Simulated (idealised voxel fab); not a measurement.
process module | voxel ribs on slabs
cross-section cut | 290 nm wide | cells 5 nm
A cross-section is a grid of square cells, given in bands from the top down. A band is one or more rows of cells.
Each band's line starts with the height of the band's top and of its bottom, in nm. Then come its materials from left to right, each with its width in nm. One material with "throughout" fills the band from edge to edge. "air" is empty space.
Height 0 is the level under which the wafer as received is all one material. The lowest band goes on downwards, as in "0 down".
A width such as "30 to 40" changes by the same amount from each row of cells to the next, from the band's top row to its bottom row.
"no change" after a step means that no cell of the cross-section changed.
closed voids: empty space of 8 cells or more with no open way to the top, each as width x height at its distance from the left edge, in nm
after a step's settings: what the simulator itself notes on the step
overlay nm, on a step with a mask: how far to the right of its planned place the mask lay; to the left if negative
plan
1 op RECEIVE | material Si
2 op DIRECTIONAL_DEP | material SiO2 | thk nm 25
3 op DIRECTIONAL_DEP | material SiN | thk nm 20
4 op PATTERN | tone cover | mask id RIB | material resist | width nm 30 | thk nm 15 | overlay nm 0
5 op DIRECTIONAL_ETCH | etch materials SiN | depth nm 10
6 op STRIP | etch materials resist
7 op DIRECTIONAL_DEP | material aC | thk nm 15
8 op PATTERN | tone cover | mask id SLAB | material resist | width nm 60 | thk nm 30 | overlay nm 0
9 op DIRECTIONAL_ETCH | etch materials aC | depth nm 15
10 op STRIP | etch materials resist
11 op DIRECTIONAL_ETCH | etch materials SiN | depth nm 10
12 op STRIP | etch materials aC
13 op FILL_DEP | material SiO2 | thk nm 25
14 op CMP | height nm 65
15 op DIRECTIONAL_DEP | material TiN | thk nm 5
16 op PATTERN | tone cover | mask id HEATER | material resist | width nm 40 | thk nm 15 | overlay nm 0
17 op DIRECTIONAL_ETCH | etch materials TiN | depth nm 5
18 op STRIP | etch materials resist
19 op CONFORMAL_DEP | material SiO2 | thk nm 5
first wafer, as planned
as received, after step 1
  0 down: Si throughout
  closed voids: none
after step 2
  25 to 0: SiO2 throughout
  below 0: unchanged
after step 3
  45 to 25: SiN throughout
  below 25: unchanged
after step 4
  60 to 45: air 130 | resist 30 | air 130
  below 45: unchanged
after step 5
  60 to 45: air 130 | resist 30 | air 130
  45 to 35: air 130 | SiN 30 | air 130
  below 35: unchanged
after step 6
  45 to 35: air 130 | SiN 30 | air 130
  below 35: unchanged
after step 7
  60 to 50: air 130 | aC 30 | air 130
  50 to 45: aC throughout
  45 to 35: aC 130 | SiN 30 | aC 130
  below 35: unchanged
after step 8
  90 to 60: air 115 | resist 60 | air 115
  60 to 50: air 115 | resist 15 | aC 30 | resist 15 | air 115
  below 50: unchanged
after step 9
  75 to 60: air 115 | resist 60 | air 115
  60 to 50: air 115 | resist 15 | aC 30 | resist 15 | air 115
  50 to 45: air 115 | aC 60 | air 115
  45 to 35: air 115 | aC 15 | SiN 30 | aC 15 | air 115
  below 35: unchanged
after step 10
  60 to 50: air 130 | aC 30 | air 130
  below 50: unchanged
after step 11
  60 to 50: air 130 | aC 30 | air 130
  50 to 45: air 115 | aC 60 | air 115
  45 to 35: air 115 | aC 15 | SiN 30 | aC 15 | air 115
  35 to 25: air 115 | SiN 60 | air 115
  below 25: unchanged
after step 12
  45 to 35: air 130 | SiN 30 | air 130
  below 35: unchanged
after step 13
  70 to 45: SiO2 throughout
  45 to 35: SiO2 130 | SiN 30 | SiO2 130
  35 to 25: SiO2 115 | SiN 60 | SiO2 115
  below 25: unchanged
after step 14
  65 to 45: SiO2 throughout
  below 45: unchanged
after step 15
  70 to 65: TiN throughout
  below 65: unchanged
after step 16
  85 to 70: air 125 | resist 40 | air 125
  below 70: unchanged
after step 17
  85 to 70: air 125 | resist 40 | air 125
  70 to 65: air 125 | TiN 40 | air 125
  below 65: unchanged
after step 18
  70 to 65: air 125 | TiN 40 | air 125
  below 65: unchanged
after step 19
  75 to 70: air 120 | SiO2 50 | air 120
  70 to 65: SiO2 125 | TiN 40 | SiO2 125
  below 65: unchanged
second wafer: like start, like plan, one mistake. Through step 14 it matches the first wafer
when step 15 should have ended
  70 to 45: SiO2 throughout
  below 45: unchanged
when step 16 should have ended
  85 to 70: air 125 | resist 40 | air 125
  below 70: unchanged
when step 17 should have ended: no change
when step 18 should have ended
  70 to 45: SiO2 throughout
  below 45: unchanged
when step 19 should have ended
  75 to 45: SiO2 throughout
  below 45: unchanged
what went wrong: step 15 ran as: op DIRECTIONAL_DEP | material SiO2 | thk nm 5
at the end the second wafer has, in cells: 56 more of SiO2 | 8 fewer of TiN
